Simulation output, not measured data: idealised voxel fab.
process module | voxel tone inversion
cross-section cut | 140 nm wide | cells 5 nm
A cross-section is a grid of square cells, given in bands from the top down. A band is one or more rows of cells.
Each band's line starts with the height of the band's top and of its bottom, in nm. Then come its materials from left to right, each with its width in nm. One material with "throughout" fills the band from edge to edge. "air" is empty space.
Height 0 is the level under which the wafer as received is all one material. The lowest band goes on downwards, as in "0 down".
A width such as "30 to 40" changes by the same amount from each row of cells to the next, from the band's top row to its bottom row.
"no change" after a step means that no cell of the cross-section changed.
closed voids: empty space of 8 cells or more with no open way to the top, each as width x height at its distance from the left edge, in nm
after a step's settings: what the simulator itself notes on the step
overlay nm, on a step with a mask: how far to the right of its planned place the mask lay; to the left if negative
plan
1 op RECEIVE | material Si
2 op CONFORMAL_DEP | material SiCN | thk nm 10
3 op DIRECTIONAL_DEP | material polySi | thk nm 15
4 op PATTERN | tone cover | mask id POSTS | material resist | width nm 20 | pitch nm 50 | thk nm 25 | overlay nm 0
5 op DIRECTIONAL_ETCH | etch materials polySi | depth nm 15
6 op STRIP | etch materials resist
7 op FILL_DEP | material SiO2 | thk nm 5
8 op CMP | height nm 25
9 op STRIP | etch materials polySi
first wafer, as planned
as received, after step 1
  0 down: Si throughout
  closed voids: none
after step 2
  10 to 0: SiCN throughout
  below 0: unchanged
after step 3
  25 to 10: polySi throughout
  below 10: unchanged
after step 4
  50 to 25: air 35 | resist 20 | air 30 | resist 20 | air 35
  below 25: unchanged
after step 5
  50 to 25: air 35 | resist 20 | air 30 | resist 20 | air 35
  25 to 10: air 35 | polySi 20 | air 30 | polySi 20 | air 35
  below 10: unchanged
after step 6
  25 to 10: air 35 | polySi 20 | air 30 | polySi 20 | air 35
  below 10: unchanged
after step 7
  30 to 25: SiO2 throughout
  25 to 10: SiO2 35 | polySi 20 | SiO2 30 | polySi 20 | SiO2 35
  below 10: unchanged
after step 8
  25 to 10: SiO2 35 | polySi 20 | SiO2 30 | polySi 20 | SiO2 35
  below 10: unchanged
after step 9
  25 to 10: SiO2 35 | air 20 | SiO2 30 | air 20 | SiO2 35
  below 10: unchanged
second wafer: like start, like plan, one mistake. Through step 3 it matches the first wafer
when step 4 should have ended
  50 to 25: air 35 | resist 25 | air 25 | resist 25 | air 30
  below 25: unchanged
when step 5 should have ended
  50 to 25: air 35 | resist 25 | air 25 | resist 25 | air 30
  25 to 10: air 35 | polySi 25 | air 25 | polySi 25 | air 30
  below 10: unchanged
when step 6 should have ended
  25 to 10: air 35 | polySi 25 | air 25 | polySi 25 | air 30
  below 10: unchanged
when step 7 should have ended
  30 to 25: SiO2 throughout
  25 to 10: SiO2 35 | polySi 25 | SiO2 25 | polySi 25 | SiO2 30
  below 10: unchanged
when step 8 should have ended
  25 to 10: SiO2 35 | polySi 25 | SiO2 25 | polySi 25 | SiO2 30
  below 10: unchanged
when step 9 should have ended
  25 to 10: SiO2 35 | air 25 | SiO2 25 | air 25 | SiO2 30
  below 10: unchanged
what went wrong: step 4 ran as: op PATTERN | tone cover | mask id POSTS | material resist | width nm 25 | pitch nm 50 | thk nm 25 | overlay nm 0
at the end the second wafer has, in cells: 6 fewer of SiO2
